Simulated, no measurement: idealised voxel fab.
The process module that follows is named voxel transistor to metal.
cross-section cut | 175 nm wide | cells 5 nm
A cross-section is written here as square cells arranged in a grid, and it is given in bands from the top down, each band taking up one or more rows of cells. This entry defines a band. It first specifies the height of the band's top and the height of its bottom in nm, and then specifies the band's materials from left to right, stating each material with its width in nm. The word "edge to edge" identifies a single material that fills the band from edge to edge, while the word "air" identifies empty space. Note: height 0 marks the level under which the wafer is uniformly one material as received. Lowest band unbounded below, written "top 0, no bottom". Width: "30..40" (first number = top row, second number = bottom row, same change from row to row of cells). When a step is marked "remained unchanged", none of the cells in the cross-section changed during that step. Empty spaces counting at least 8 cells and having no open way to the top are listed in "Fully sealed voids". The notation width x height at distance is used for each, the distance being from the left edge and all three values in nm. If you see something after the settings on a step's line, that's the simulator's own remark about that step. overlay nm: mask right of planned place by this much (step with mask). Neg. = left.
-- So here's the lineup of process steps we planned
- 1: RECEIVE | material Si
- 2: OXIDIZE | depth nm 5
- 3: CONFORMAL_DEP | material SiN | thk nm 15
- 4: MASKED_ETCH | tone cover | mask id ACTIVE | width nm 135 | etch materials SiN | depth nm 15 | overlay nm 0
- 5: MASKED_ETCH | tone cover | mask id ACTIVE | width nm 135 | etch materials SiO2 | depth nm 5 | overlay nm 0
- 6: MASKED_ETCH | tone cover | mask id ACTIVE | width nm 135 | etch materials Si | depth nm 30 | overlay nm 0
- 7: FILL_DEP | material SiO2 | thk nm 10
- 8: CMP | height nm 15
- 9: SELECTIVE_ETCH | etch materials SiO2 | depth nm 5
- 10: STRIP | etch materials SiN
- 11: SELECTIVE_ETCH | etch materials SiO2 | depth nm 5
- 12: OXIDIZE | depth nm 5
- 13: DIRECTIONAL_DEP | material polySi | thk nm 25
- 14: DIRECTIONAL_DEP | material SiCN | thk nm 15
- 15: PATTERN | tone cover | mask id GATE | material resist | width nm 35 | thk nm 20 | overlay nm 0
- 16: DIRECTIONAL_ETCH | etch materials SiCN | depth nm 25
- 17: DIRECTIONAL_ETCH | etch materials polySi | depth nm 35
- 18: STRIP | etch materials resist
- 19: CONFORMAL_DEP | material SiO2 | thk nm 5
- 20: DIRECTIONAL_ETCH | etch materials SiO2 | depth nm 5
- 21: CONFORMAL_DEP | material SiN | thk nm 5
- 22: DIRECTIONAL_ETCH | etch materials SiN | depth nm 5
- 23: DIRECTIONAL_ETCH | etch materials SiO2 | depth nm 5
- 24: DIRECTIONAL_ETCH | etch materials Si | depth nm 5
- 25: EPI | material SiGe | thk nm 10
- 26: FILL_DEP | material SiO2 | thk nm 10
- 27: CMP | height nm 20
- 28: STRIP | etch materials polySi
- 29: SELECTIVE_ETCH | etch materials SiO2 | depth nm 5
- 30: CONFORMAL_DEP | material HfO2 | thk nm 5
- 31: CONFORMAL_DEP | material TiN | thk nm 5
- 32: FILL_DEP | material W | thk nm 5
- 33: CMP | height nm 15
- 34: DIRECTIONAL_DEP | material SiO2 | thk nm 10
- 35: MASKED_ETCH | tone open | mask id CONTACT | width nm 20 | pitch nm 95 | etch materials SiO2 | depth nm 30 | overlay nm 0
- 36: CONFORMAL_DEP | material TiN | thk nm 5
- 37: FILL_DEP | material Ru | thk nm 10
- 38: CMP | height nm 25
- 39: DIRECTIONAL_DEP | material TiN | thk nm 5
- 40: DIRECTIONAL_DEP | material Ru | thk nm 20
- 41: DIRECTIONAL_DEP | material aC | thk nm 10
- 42: PATTERN | tone cover | mask id METAL_1 | material resist | width nm 20 | pitch nm 95 | thk nm 30 | overlay nm 0
- 43: DIRECTIONAL_ETCH | etch materials aC | depth nm 10
- 44: STRIP | etch materials resist
- 45: DIRECTIONAL_ETCH | etch materials Ru | depth nm 20
- 46: DIRECTIONAL_ETCH | etch materials TiN | depth nm 5
- 47: STRIP | etch materials aC
- 48: FILL_DEP | material SiO2 | thk nm 5
- 49: CMP | height nm 50
- 50: CONFORMAL_DEP | material SiCN | thk nm 5
- 51: DIRECTIONAL_DEP | material lowk | thk nm 30
- 52: MASKED_ETCH | tone open | mask id METAL_2 | width nm 20 | pitch nm 95 | etch materials lowk | depth nm 20 | overlay nm 0
- 53: PATTERN | tone open | mask id METAL_2_HOLES | material resist | width nm 15 | pitch nm 95 | thk nm 15 | overlay nm 0
- 54: DIRECTIONAL_ETCH | etch materials lowk | depth nm 10
- 55: DIRECTIONAL_ETCH | etch materials SiCN | depth nm 5
- 56: STRIP | etch materials resist
- 57: CONFORMAL_DEP | material TiN | thk nm 5
- 58: FILL_DEP | material Cu | thk nm 5
- 59: CMP | height nm 85
- 60: CONFORMAL_DEP | material SiN | thk nm 5
-- As received (post step 1): cross-section
> top 0, no bottom  Si edge to edge
> Fully sealed voids: none
-- First of two wafers, end-of-module section, run followed plan
> top 90, bottom 85  SiN edge to edge
> top 85, bottom 70  lowk=30, then TiN=5, then Cu=10, then TiN=5, then lowk=75, then TiN=5, then Cu=10, then TiN=5, then lowk=30
> top 70, bottom 65  lowk=30, then TiN=5, then Cu=5, then TiN=10, then lowk=75, then TiN=5, then Cu=5, then TiN=10, then lowk=30
> top 65, bottom 55  lowk=30, then TiN=5, then Cu=5, then TiN=5, then lowk=80, then TiN=5, then Cu=5, then TiN=5, then lowk=35
> top 55, bottom 50  SiCN=30, then TiN=15, then SiCN=80, then TiN=15, then SiCN=35
> top 50, bottom 30  SiO2=30, then Ru=20, then SiO2=75, then Ru=20, then SiO2=30
> top 30, bottom 25  SiO2=30, then TiN=20, then SiO2=75, then TiN=20, then SiO2=30
> top 25, bottom 15  SiO2=30, then TiN=5, then Ru=10, then TiN=5, then SiO2=75, then TiN=5, then Ru=10, then TiN=5, then SiO2=30
> top 15, bottom 5  SiO2=30, then TiN=5, then Ru=10, then TiN=5, then SiO2=10, then SiN=5, then HfO2=5, then TiN=5, then W=25, then TiN=5, then HfO2=5, then SiN=5, then SiO2=10, then TiN=5, then Ru=10, then TiN=5, then SiO2=30
> top 5, bottom 0  SiO2=20, then SiN=5, then SiO2=5, then TiN=10, then Ru=5, then TiN=5, then SiO2=10, then SiN=5, then HfO2=5, then TiN=5, then W=25, then TiN=5, then HfO2=5, then SiN=5, then SiO2=10, then TiN=5, then Ru=5, then TiN=10, then SiO2=5, then SiN=5, then SiO2=20
> top 0, bottom -5  SiO2=20, then SiN=5, then SiGe=10, then TiN=15, then SiGe=10, then SiN=5, then HfO2=5, then TiN=35, then HfO2=5, then SiN=5, then SiGe=10, then TiN=15, then SiGe=10, then SiN=5, then SiO2=20
> top -5, bottom -10  SiO2=25, then SiGe=35, then SiO2=5, then HfO2=45, then SiO2=5, then SiGe=35, then SiO2=25
> top -10, bottom -15  SiO2=20, then Si=5, then SiGe=35, then Si=55, then SiGe=35, then Si=5, then SiO2=20
> top -15, bottom -35  SiO2=20, then Si=135, then SiO2=20
> top -35, no bottom  Si edge to edge
> Fully sealed voids: none
-- Same start, same plan as the first wafer - but one mistake in the run. Cross-section of the second of the two at the end of the module
> top 90, bottom 85  SiN edge to edge
> top 85, bottom 70  lowk=30, then TiN=5, then SiN=10, then TiN=5, then lowk=75, then TiN=5, then SiN=10, then TiN=5, then lowk=30
> top 70, bottom 65  lowk=30, then TiN=5, then SiN=5, then TiN=10, then lowk=75, then TiN=5, then SiN=5, then TiN=10, then lowk=30
> top 65, bottom 55  lowk=30, then TiN=5, then SiN=5, then TiN=5, then lowk=80, then TiN=5, then SiN=5, then TiN=5, then lowk=35
> top 55, bottom 50  SiCN=30, then TiN=15, then SiCN=80, then TiN=15, then SiCN=35
> top 50, bottom 30  SiO2=30, then Ru=20, then SiO2=75, then Ru=20, then SiO2=30
> top 30, bottom 25  SiO2=30, then TiN=20, then SiO2=75, then TiN=20, then SiO2=30
> top 25, bottom 15  SiO2=30, then TiN=5, then Ru=10, then TiN=5, then SiO2=75, then TiN=5, then Ru=10, then TiN=5, then SiO2=30
> top 15, bottom 5  SiO2=30, then TiN=5, then Ru=10, then TiN=5, then SiO2=10, then SiN=5, then HfO2=5, then TiN=5, then W=25, then TiN=5, then HfO2=5, then SiN=5, then SiO2=10, then TiN=5, then Ru=10, then TiN=5, then SiO2=30
> top 5, bottom 0  SiO2=20, then SiN=5, then SiO2=5, then TiN=10, then Ru=5, then TiN=5, then SiO2=10, then SiN=5, then HfO2=5, then TiN=5, then W=25, then TiN=5, then HfO2=5, then SiN=5, then SiO2=10, then TiN=5, then Ru=5, then TiN=10, then SiO2=5, then SiN=5, then SiO2=20
> top 0, bottom -5  SiO2=20, then SiN=5, then SiGe=10, then TiN=15, then SiGe=10, then SiN=5, then HfO2=5, then TiN=35, then HfO2=5, then SiN=5, then SiGe=10, then TiN=15, then SiGe=10, then SiN=5, then SiO2=20
> top -5, bottom -10  SiO2=25, then SiGe=35, then SiO2=5, then HfO2=45, then SiO2=5, then SiGe=35, then SiO2=25
> top -10, bottom -15  SiO2=20, then Si=5, then SiGe=35, then Si=55, then SiGe=35, then Si=5, then SiO2=20
> top -15, bottom -35  SiO2=20, then Si=135, then SiO2=20
> top -35, no bottom  Si edge to edge
> Fully sealed voids: none
What broke from the plan during processing? step 58 changed vs plan, executed as FILL_DEP | material SiN | thk nm 5
Cell-count delta at end, second wafer over first, by material: -18 Cu, +18 SiN
